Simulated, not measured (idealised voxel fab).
The process module that follows is named voxel ribs on slabs.
Square cells of 5 nm make up the cross-section cut, whose width is 175 nm.
For the purposes of this document, a cross-section shall be understood as a grid of square cells, specified as bands listed in top-to-bottom order, each band consisting of one or more rows of cells. First you get the band's top height and its bottom height, in nm, and then the materials it's made of, left to right, with each width in nm. If you see a single material with "throughout", that one covers the band edge to edge. "blank" is empty space. Height reference: 0 = level under which incoming wafer is all one material. Lowest band: no bottom, runs on downward, e.g. "0..down". A width given as "30..40" starts at the first number in the band's top row and ends at the second number in its bottom row, shifting by an equal amount at every step from row to row. "everything unchanged" -> step changed no cross-section cell. "Unvented voids" lists enclosed empty spaces (at least 8 cells, no open path upward to the top), each as width x height at distance from the left edge, in nm. Post-settings text on a step line: simulator's own remark regarding the step. overlay nm: how far to the right of its planned place the mask lay on this masked step (negative: to the left).

-- Planned step list for the process
1: RECEIVE: material Si
2: DIRECTIONAL_DEP: material SiO2, thk nm 25
3: DIRECTIONAL_DEP: material SiN, thk nm 25
4: DIRECTIONAL_DEP: material aC, thk nm 10
5: PATTERN: tone cover, mask id RIB, material resist, width nm 25, thk nm 25, overlay nm 0
6: DIRECTIONAL_ETCH: etch materials aC, depth nm 10
7: STRIP: etch materials resist
8: DIRECTIONAL_ETCH: etch materials SiN, depth nm 20
9: STRIP: etch materials aC
10: PATTERN: tone cover, mask id SLAB, material resist, width nm 65, thk nm 20, overlay nm 0
11: DIRECTIONAL_ETCH: etch materials SiN, depth nm 5
12: STRIP: etch materials resist
13: FILL_DEP: material SiO2, thk nm 25
14: CMP: height nm 65
15: DIRECTIONAL_DEP: material TiN, thk nm 5
16: PATTERN: tone cover, mask id HEATER, material resist, width nm 35, thk nm 15, overlay nm 0
17: DIRECTIONAL_ETCH: etch materials TiN, depth nm 5
18: STRIP: etch materials resist
19: CONFORMAL_DEP: material SiN, thk nm 5

-- Cross-section, incoming material, after step 1
* 0..down  Si throughout
* Unvented voids: none

-- End-of-module XS, first of two wafers, run as planned
* 75..70  65 blank, then 45 SiN, then 65 blank
* 70..65  70 SiN, then 35 TiN, then 70 SiN
* 65..50  SiO2 throughout
* 50..30  75 SiO2, then 25 SiN, then 75 SiO2
* 30..25  55 SiO2, then 65 SiN, then 55 SiO2
* 25..0  SiO2 throughout
* 0..down  Si throughout
* Unvented voids: none

-- The second wafer, shown in cross-section after the module: started the same way as the first and given the same plan, yet one mistake crept into how it was run
* 70..65  70 blank, then 35 TiN, then 70 blank
* 65..50  SiO2 throughout
* 50..30  75 SiO2, then 25 SiN, then 75 SiO2
* 30..25  55 SiO2, then 65 SiN, then 55 SiO2
* 25..0  SiO2 throughout
* 0..down  Si throughout
* Unvented voids: none
The plan and the run diverged here: plan step 19 never ran because it was skipped
End check, counted in cells, second wafer has more or fewer of these materials than the first: SiN -37
